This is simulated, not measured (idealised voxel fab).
process module | voxel wiring stack
cross-section cut | 255 nm wide | cells 5 nm
A cross-section is a grid of square cells, given in bands from the top down. A band is one or more rows of cells.
Each band's line starts with the height of the band's top and of its bottom, in nm. Then come its materials from left to right, each with its width in nm. One material with "throughout" fills the band from edge to edge. "air" is empty space.
Height 0 is the level under which the wafer as received is all one material. The lowest band goes on downwards, as in "0 down".
A width such as "30 to 40" changes by the same amount from each row of cells to the next, from the band's top row to its bottom row.
"no change" after a step means that no cell of the cross-section changed.
closed voids: empty space of 8 cells or more with no open way to the top, each as width x height at its distance from the left edge, in nm
after a step's settings: what the simulator itself notes on the step
overlay nm, on a step with a mask: how far to the right of its planned place the mask lay; to the left if negative
plan
1 op RECEIVE | material Si
2 op CONFORMAL_DEP | material SiO2 | thk nm 15
3 op CONFORMAL_DEP | material SiN | thk nm 5
4 op DIRECTIONAL_DEP | material lowk | thk nm 25
5 op MASKED_ETCH | tone open | mask id METAL_1 | width nm 30 | pitch nm 50 | etch materials lowk | depth nm 25 | overlay nm 0
6 op MASKED_ETCH | tone open | mask id METAL_1 | width nm 30 | pitch nm 50 | etch materials SiN | depth nm 5 | overlay nm 0
7 op CONFORMAL_DEP | material TiN | thk nm 5
8 op FILL_DEP | material Cu | thk nm 10
9 op CMP | height nm 45
10 op CONFORMAL_DEP | material SiCN | thk nm 5
11 op DIRECTIONAL_DEP | material SiO2 | thk nm 25
12 op MASKED_ETCH | tone open | mask id METAL_2_HOLES | width nm 15 | pitch nm 50 | etch materials SiO2 | depth nm 25 | overlay nm 0
13 op MASKED_ETCH | tone open | mask id METAL_2 | width nm 30 | pitch nm 50 | etch materials SiO2 | depth nm 15 | overlay nm 0
14 op MASKED_ETCH | tone open | mask id METAL_2 | width nm 30 | pitch nm 50 | etch materials SiCN | depth nm 5 | overlay nm 0
15 op CONFORMAL_DEP | material TiN | thk nm 5
16 op FILL_DEP | material Cu | thk nm 10
17 op CMP | height nm 75
18 op CONFORMAL_DEP | material SiCN | thk nm 5
19 op DIRECTIONAL_DEP | material lowk | thk nm 30
20 op MASKED_ETCH | tone open | mask id METAL_3 | width nm 30 | pitch nm 50 | etch materials lowk | depth nm 15 | overlay nm 0
21 op MASKED_ETCH | tone open | mask id METAL_3_HOLES | width nm 15 | pitch nm 50 | etch materials lowk | depth nm 15 | overlay nm 0
22 op MASKED_ETCH | tone open | mask id METAL_3_HOLES | width nm 15 | pitch nm 50 | etch materials SiCN | depth nm 5 | overlay nm 0
23 op CONFORMAL_DEP | material TiN | thk nm 5
24 op FILL_DEP | material Cu | thk nm 5
25 op CMP | height nm 110
26 op CONFORMAL_DEP | material SiN | thk nm 5
as received, after step 1
  0 down: Si throughout
  closed voids: none
a wafer at the end: this start, this plan, one mistake
  115 to 110: SiN throughout
  110 to 105: SiCN 35 | TiN 15 | SiCN 35 | TiN 15 | SiCN 35 | TiN 15 | SiCN 35 | TiN 15 | SiCN 55
  105 to 75: lowk throughout
  75 to 65: SiO2 35 | TiN 5 | Cu 20 | TiN 5 | SiO2 20 | TiN 5 | Cu 20 | TiN 5 | SiO2 20 | TiN 5 | Cu 20 | TiN 5 | SiO2 20 | TiN 5 | Cu 20 | TiN 5 | SiO2 40
  65 to 60: SiO2 35 | TiN 5 | Cu 5 | TiN 20 | SiO2 20 | TiN 5 | Cu 5 | TiN 20 | SiO2 20 | TiN 5 | Cu 5 | TiN 20 | SiO2 20 | TiN 5 | Cu 5 | TiN 20 | SiO2 40
  60 to 50: SiO2 35 | TiN 5 | Cu 5 | TiN 5 | SiO2 35 | TiN 5 | Cu 5 | TiN 5 | SiO2 35 | TiN 5 | Cu 5 | TiN 5 | SiO2 35 | TiN 5 | Cu 5 | TiN 5 | SiO2 55
  50 to 45: SiCN 35 | TiN 15 | SiCN 35 | TiN 15 | SiCN 35 | TiN 15 | SiCN 35 | TiN 15 | SiCN 55
  45 to 20: lowk 35 | TiN 5 | Cu 20 | TiN 5 | lowk 20 | TiN 5 | Cu 20 | TiN 5 | lowk 20 | TiN 5 | Cu 20 | TiN 5 | lowk 20 | TiN 5 | Cu 20 | TiN 5 | lowk 40
  20 to 15: SiN 35 | TiN 30 | SiN 20 | TiN 30 | SiN 20 | TiN 30 | SiN 20 | TiN 30 | SiN 40
  15 to 0: SiO2 throughout
  0 down: Si throughout
  closed voids: none
what went wrong: steps 18 and 19 were swapped
